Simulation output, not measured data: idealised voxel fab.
process module | voxel gate over fins
Cross-section cut: width 195 nm, square cells of 5 nm.
Throughout this document, each cross-section is represented as a grid of square cells and is presented as a sequence of bands enumerated from the top downward, where a band comprises one or more rows of cells.
Within each band entry, the heights of the top and of the bottom of the band appear first, in that order and in nm; the materials of the band then follow from left to right, each with its corresponding width in nm. The designation "full width" on a single material indicates that it fills the band from edge to edge; the designation "air" indicates empty space.
For the purposes of this specification, 0 denotes the height below which the wafer in its as-received condition is composed wholly of one material, and the lowermost band, lacking a lower limit, extends downward without end, as expressed in "0 and below".
Quick explanation for "30..40": the width changes in equal steps down the rows of cells, from the first number in the band's top row to the second number in its bottom row.
When a step is marked "nothing got changed", none of the cells in the cross-section changed during that step.
Any empty space of 8 cells or more lacking an open way to the top shows up in "Cavities, sealed" as width x height at distance, distance from the left edge, in nm.
The remark found on a step's line after its settings is issued by the simulator itself and pertains to that step.
Steps that use a mask can have "overlay nm" on their line. It says how far the mask sat to the right of where it was meant to be. Negative means to the left.
# So here's the lineup of process steps we planned
- 1: RECEIVE: material Si
- 2: CONFORMAL_DEP: material SiN, thk nm 5
- 3: PATTERN: tone cover, mask id FINS, material resist, width nm 15, pitch nm 60, thk nm 15, overlay nm 0
- 4: DIRECTIONAL_ETCH: etch materials SiN, depth nm 5
- 5: DIRECTIONAL_ETCH: etch materials Si, depth nm 40
- 6: STRIP: etch materials resist
- 7: FILL_DEP: material SiO2, thk nm 15
- 8: CMP: height nm 5
- 9: PATTERN: tone open, mask id RAIL, material resist, width nm 15, thk nm 15, overlay nm 0
- 10: DIRECTIONAL_ETCH: etch materials SiO2, depth nm 40
- 11: STRIP: etch materials resist
- 12: CONFORMAL_DEP: material TiN, thk nm 5
- 13: FILL_DEP: material W, thk nm 5
- 14: CMP: height nm 5
- 15: SELECTIVE_ETCH: etch materials W Ru TiN, depth nm 25
- 16: FILL_DEP: material SiO2, thk nm 5
- 17: CMP: height nm 5
- 18: SELECTIVE_ETCH: etch materials SiO2, depth nm 20
- 19: STRIP: etch materials SiN
- 20: CONFORMAL_DEP: material HfO2, thk nm 5
- 21: CONFORMAL_DEP: material TiN, thk nm 5
- 22: CONFORMAL_DEP: material TiAl, thk nm 5
- 23: CONFORMAL_DEP: material TiN, thk nm 5
- 24: FILL_DEP: material W, thk nm 10
- 25: CMP: height nm 25
- 26: CONFORMAL_DEP: material SiCN, thk nm 5
# Wafer as received: cross-section following step 1
0 and below | Si full width
Cavities, sealed: none
# Cross-section: first of two wafers, module finished, run according to plan
30 down to 25 | SiCN full width
25 down to 20 | W full width
20 down to 15 | 10 nm W, then 55 nm TiN, then 5 nm W, then 55 nm TiN, then 5 nm W, then 55 nm TiN, then 10 nm W
15 down to 10 | 10 nm W, then 5 nm TiN, then 45 nm TiAl, then 5 nm TiN, then 5 nm W, then 5 nm TiN, then 45 nm TiAl, then 5 nm TiN, then 5 nm W, then 5 nm TiN, then 45 nm TiAl, then 5 nm TiN, then 10 nm W
10 down to 5 | 10 nm W, then 5 nm TiN, then 5 nm TiAl, then 35 nm TiN, then 5 nm TiAl, then 5 nm TiN, then 5 nm W, then 5 nm TiN, then 5 nm TiAl, then 35 nm TiN, then 5 nm TiAl, then 5 nm TiN, then 5 nm W, then 5 nm TiN, then 5 nm TiAl, then 35 nm TiN, then 5 nm TiAl, then 5 nm TiN, then 10 nm W
5 down to 0 | 15 nm TiN, then 5 nm TiAl, then 5 nm TiN, then 25 nm HfO2, then 5 nm TiN, then 5 nm TiAl, then 15 nm TiN, then 5 nm TiAl, then 5 nm TiN, then 25 nm HfO2, then 5 nm TiN, then 5 nm TiAl, then 15 nm TiN, then 5 nm TiAl, then 5 nm TiN, then 25 nm HfO2, then 5 nm TiN, then 5 nm TiAl, then 15 nm TiN
0 down to -5 | 20 nm TiAl, then 5 nm TiN, then 5 nm HfO2, then 15 nm Si, then 5 nm HfO2, then 5 nm TiN, then 25 nm TiAl, then 5 nm TiN, then 5 nm HfO2, then 15 nm Si, then 5 nm HfO2, then 5 nm TiN, then 25 nm TiAl, then 5 nm TiN, then 5 nm HfO2, then 15 nm Si, then 5 nm HfO2, then 5 nm TiN, then 20 nm TiAl
-5 down to -10 | 25 nm TiN, then 5 nm HfO2, then 15 nm Si, then 5 nm HfO2, then 35 nm TiN, then 5 nm HfO2, then 15 nm Si, then 5 nm HfO2, then 35 nm TiN, then 5 nm HfO2, then 15 nm Si, then 5 nm HfO2, then 25 nm TiN
-10 down to -15 | 30 nm HfO2, then 15 nm Si, then 45 nm HfO2, then 15 nm Si, then 45 nm HfO2, then 15 nm Si, then 30 nm HfO2
-15 down to -20 | 30 nm SiO2, then 15 nm Si, then 45 nm SiO2, then 15 nm Si, then 45 nm SiO2, then 15 nm Si, then 30 nm SiO2
-20 down to -30 | 30 nm SiO2, then 15 nm Si, then 15 nm SiO2, then 5 nm TiN, then 5 nm W, then 5 nm TiN, then 15 nm SiO2, then 15 nm Si, then 45 nm SiO2, then 15 nm Si, then 30 nm SiO2
-30 down to -35 | 30 nm SiO2, then 15 nm Si, then 15 nm SiO2, then 15 nm TiN, then 15 nm SiO2, then 15 nm Si, then 45 nm SiO2, then 15 nm Si, then 30 nm SiO2
-35 down to -40 | 30 nm SiO2, then 15 nm Si, then 45 nm SiO2, then 15 nm Si, then 45 nm SiO2, then 15 nm Si, then 30 nm SiO2
-40 and below | Si full width
Cavities, sealed: none
# Second wafer cross-section at end of module - shared start and plan with the first, one mistake in the run
30 down to 25 | SiCN full width
25 down to 15 | W full width
15 down to 10 | 15 nm W, then 45 nm TiN, then 15 nm W, then 45 nm TiN, then 15 nm W, then 45 nm TiN, then 15 nm W
10 down to 5 | 15 nm W, then 5 nm TiN, then 35 nm TiAl, then 5 nm TiN, then 15 nm W, then 5 nm TiN, then 35 nm TiAl, then 5 nm TiN, then 15 nm W, then 5 nm TiN, then 35 nm TiAl, then 5 nm TiN, then 15 nm W
5 down to 0 | 15 nm W, then 5 nm TiN, then 5 nm TiAl, then 25 nm TiN, then 5 nm TiAl, then 5 nm TiN, then 15 nm W, then 5 nm TiN, then 5 nm TiAl, then 25 nm TiN, then 5 nm TiAl, then 5 nm TiN, then 15 nm W, then 5 nm TiN, then 5 nm TiAl, then 25 nm TiN, then 5 nm TiAl, then 5 nm TiN, then 15 nm W
0 down to -5 | 20 nm TiN, then 5 nm TiAl, then 5 nm TiN, then 15 nm Si, then 5 nm TiN, then 5 nm TiAl, then 25 nm TiN, then 5 nm TiAl, then 5 nm TiN, then 15 nm Si, then 5 nm TiN, then 5 nm TiAl, then 25 nm TiN, then 5 nm TiAl, then 5 nm TiN, then 15 nm Si, then 5 nm TiN, then 5 nm TiAl, then 20 nm TiN
-5 down to -10 | 25 nm TiAl, then 5 nm TiN, then 15 nm Si, then 5 nm TiN, then 35 nm TiAl, then 5 nm TiN, then 15 nm Si, then 5 nm TiN, then 35 nm TiAl, then 5 nm TiN, then 15 nm Si, then 5 nm TiN, then 25 nm TiAl
-10 down to -15 | 30 nm TiN, then 15 nm Si, then 45 nm TiN, then 15 nm Si, then 45 nm TiN, then 15 nm Si, then 30 nm TiN
-15 down to -20 | 30 nm SiO2, then 15 nm Si, then 45 nm SiO2, then 15 nm Si, then 45 nm SiO2, then 15 nm Si, then 30 nm SiO2
-20 down to -30 | 30 nm SiO2, then 15 nm Si, then 15 nm SiO2, then 5 nm TiN, then 5 nm W, then 5 nm TiN, then 15 nm SiO2, then 15 nm Si, then 45 nm SiO2, then 15 nm Si, then 30 nm SiO2
-30 down to -35 | 30 nm SiO2, then 15 nm Si, then 15 nm SiO2, then 15 nm TiN, then 15 nm SiO2, then 15 nm Si, then 45 nm SiO2, then 15 nm Si, then 30 nm SiO2
-35 down to -40 | 30 nm SiO2, then 15 nm Si, then 45 nm SiO2, then 15 nm Si, then 45 nm SiO2, then 15 nm Si, then 30 nm SiO2
-40 and below | Si full width
Cavities, sealed: none
Nonconformance to the process plan: step 20 of the plan was omitted and not executed
Materials where the second wafer ends with more or fewer cells than the first: 57 fewer of HfO2; 57 more of W
